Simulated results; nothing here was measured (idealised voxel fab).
Process module, titled voxel lift off
In the cross-section labelled cut, the width is 195 nm and each square cell is 5 nm.
Cross-section format: a grid of square cells, given as bands from top to bottom; each band is one or more rows of cells.
Look at the band entry: it leads with the top's height and the bottom's height in nm. Then it lists the materials left to right, with a width in nm for each. The word "throughout" on a single material says that material fills the band edge to edge. The word "empty" is empty space.
Height reference: 0 = level under which incoming wafer is all one material. Lowest band: no bottom, runs on downward, e.g. "0 nm and below".
Note: "30->40" means the width goes from the first number (top row of the band) to the second number (bottom row) in equal steps per row of cells.
Reading "left unchanged" for a step: not a cell of the cross-section changed in it.
Empty spaces without an open route to the top, at least 8 cells in extent, make up the entry "Closed-off voids"; each is given as width x height at distance, where the distance is measured from the left edge, and all are in nm.
What comes after the settings on a step's line is commentary from the simulator itself on that step.
On any step carrying a mask, the "overlay nm" setting, if present on the step's line, tells how far right of its planned place the mask lay; negative values point to the left.

### So here's the lineup of process steps we planned
1: RECEIVE [material Si]
2: CONFORMAL_DEP [material SiN] [thk nm 5]
3: PATTERN [tone open] [mask id LINES] [material resist] [width nm 30] [pitch nm 50] [thk nm 15] [overlay nm 0]
4: DIRECTIONAL_DEP [material Ru] [thk nm 5]
5: STRIP [etch materials resist]
6: CONFORMAL_DEP [material SiO2] [thk nm 10]

### Below: the first of two wafers, run as planned

### Wafer as received: cross-section following step 1
- 0 nm and below: Si throughout
- Closed-off voids: none

### You're looking at a cross-section of the wafer after step 2
- 5 nm to 0 nm: SiN throughout
- Below 0, the layers are the same as they were.

### You're looking at a cross-section of the wafer after step 3
- 20 nm to 5 nm: 30 of resist  30 of empty  20 of resist  30 of empty  20 of resist  30 of empty  35 of resist
- Below 5, the layers are the same as they were.

### You're looking at a cross-section of the wafer after step 4
- 25 nm to 20 nm: 30 of Ru  30 of empty  20 of Ru  30 of empty  20 of Ru  30 of empty  35 of Ru
- 20 nm to 10 nm: 30 of resist  30 of empty  20 of resist  30 of empty  20 of resist  30 of empty  35 of resist
- 10 nm to 5 nm: 30 of resist  30 of Ru  20 of resist  30 of Ru  20 of resist  30 of Ru  35 of resist
- Below 5, the layers are the same as they were.

### You're looking at a cross-section of the wafer after step 5
- 10 nm to 5 nm: 30 of empty  30 of Ru  20 of empty  30 of Ru  20 of empty  30 of Ru  35 of empty
- Below 5, the layers are the same as they were.

### You're looking at a cross-section of the wafer after step 6
- 20 nm to 15 nm: 20 of empty  150 of SiO2  25 of empty
- 15 nm to 10 nm: SiO2 throughout
- 10 nm to 5 nm: 30 of SiO2  30 of Ru  20 of SiO2  30 of Ru  20 of SiO2  30 of Ru  35 of SiO2
- Below 5, the layers are the same as they were.

### Wafer two of two - same starting point, same process plan, one mistake in execution; matches wafer one up to and including step 5

### The second wafer cut through, at the time step 6 was supposed to be finished
- 15 nm to 10 nm: 25 of empty  40 of SiO2  10 of empty  40 of SiO2  10 of empty  40 of SiO2  30 of empty
- 10 nm to 5 nm: 30 of SiO2  30 of Ru  20 of SiO2  30 of Ru  20 of SiO2  30 of Ru  35 of SiO2
- Below 5, the layers are the same as they were.
Deviation noted in wafer processing: in deviation from the planned setting, step 6 was conducted as CONFORMAL_DEP [material SiO2] [thk nm 5]
Heads up, by the end the second wafer has more or fewer cells of some materials compared to the first: SiO2 -45
